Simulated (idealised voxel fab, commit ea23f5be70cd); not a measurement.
process module | voxel ribs on slabs
cross-section cut | 230 nm wide | cells 5 nm
A cross-section is a grid of square cells, given in bands from the top down. A band is one or more rows of cells.
Each band's line starts with the height of the band's top and of its bottom, in nm. Then come its materials from left to right, each with its width in nm. One material with "throughout" fills the band from edge to edge. "air" is empty space.
Height 0 is the level under which the wafer as received is all one material. The lowest band goes on downwards, as in "0 down".
A width such as "30 to 40" changes by the same amount from each row of cells to the next, from the band's top row to its bottom row.
"no change" after a step means that no cell of the cross-section changed.
closed voids: empty space of 8 cells or more with no open way to the top, each as width x height at its distance from the left edge, in nm
after a step's settings: what the simulator itself notes on the step
overlay nm, on a step with a mask: how far to the right of its planned place the mask lay; to the left if negative
plan
1 op RECEIVE | material Si
2 op DIRECTIONAL_DEP | material SiO2 | thk nm 25
3 op DIRECTIONAL_DEP | material polySi | thk nm 15
4 op PATTERN | tone cover | mask id RIB | material resist | width nm 25 | thk nm 15 | overlay nm 0
5 op DIRECTIONAL_ETCH | etch materials polySi | depth nm 10
6 op STRIP | etch materials resist
7 op DIRECTIONAL_DEP | material aC | thk nm 15
8 op PATTERN | tone cover | mask id SLAB | material resist | width nm 85 | thk nm 30 | overlay nm 0
9 op DIRECTIONAL_ETCH | etch materials aC | depth nm 15
10 op STRIP | etch materials resist
11 op DIRECTIONAL_ETCH | etch materials polySi | depth nm 5
12 op STRIP | etch materials aC
13 op FILL_DEP | material SiO2 | thk nm 20
14 op CMP | height nm 50
15 op DIRECTIONAL_DEP | material TiN | thk nm 10
16 op PATTERN | tone cover | mask id HEATER | material resist | width nm 35 | thk nm 15 | overlay nm 0
17 op DIRECTIONAL_ETCH | etch materials TiN | depth nm 10
18 op STRIP | etch materials resist
19 op CONFORMAL_DEP | material SiN | thk nm 10
as received, after step 1
  0 down: Si throughout
  closed voids: none
first wafer at the end, as planned
  70 to 60: air 85 | SiN 55 | air 90
  60 to 50: SiN 95 | TiN 35 | SiN 100
  50 to 40: SiO2 throughout
  40 to 30: SiO2 100 | polySi 25 | SiO2 105
  30 to 25: SiO2 70 | polySi 85 | SiO2 75
  25 to 0: SiO2 throughout
  0 down: Si throughout
  closed voids: none
second wafer at the end: like start, like plan, one mistake
  70 to 60: air 85 | SiN 55 | air 90
  60 to 50: SiN 95 | TiN 35 | SiN 100
  50 to 40: SiO2 100 to 70 | polySi 25 to 85 | SiO2 105 to 75
  40 to 25: polySi throughout
  25 to 0: SiO2 throughout
  0 down: Si throughout
  closed voids: none
what went wrong: step 3 was run twice
at the end the second wafer has, in cells: 133 fewer of SiO2 | 133 more of polySi
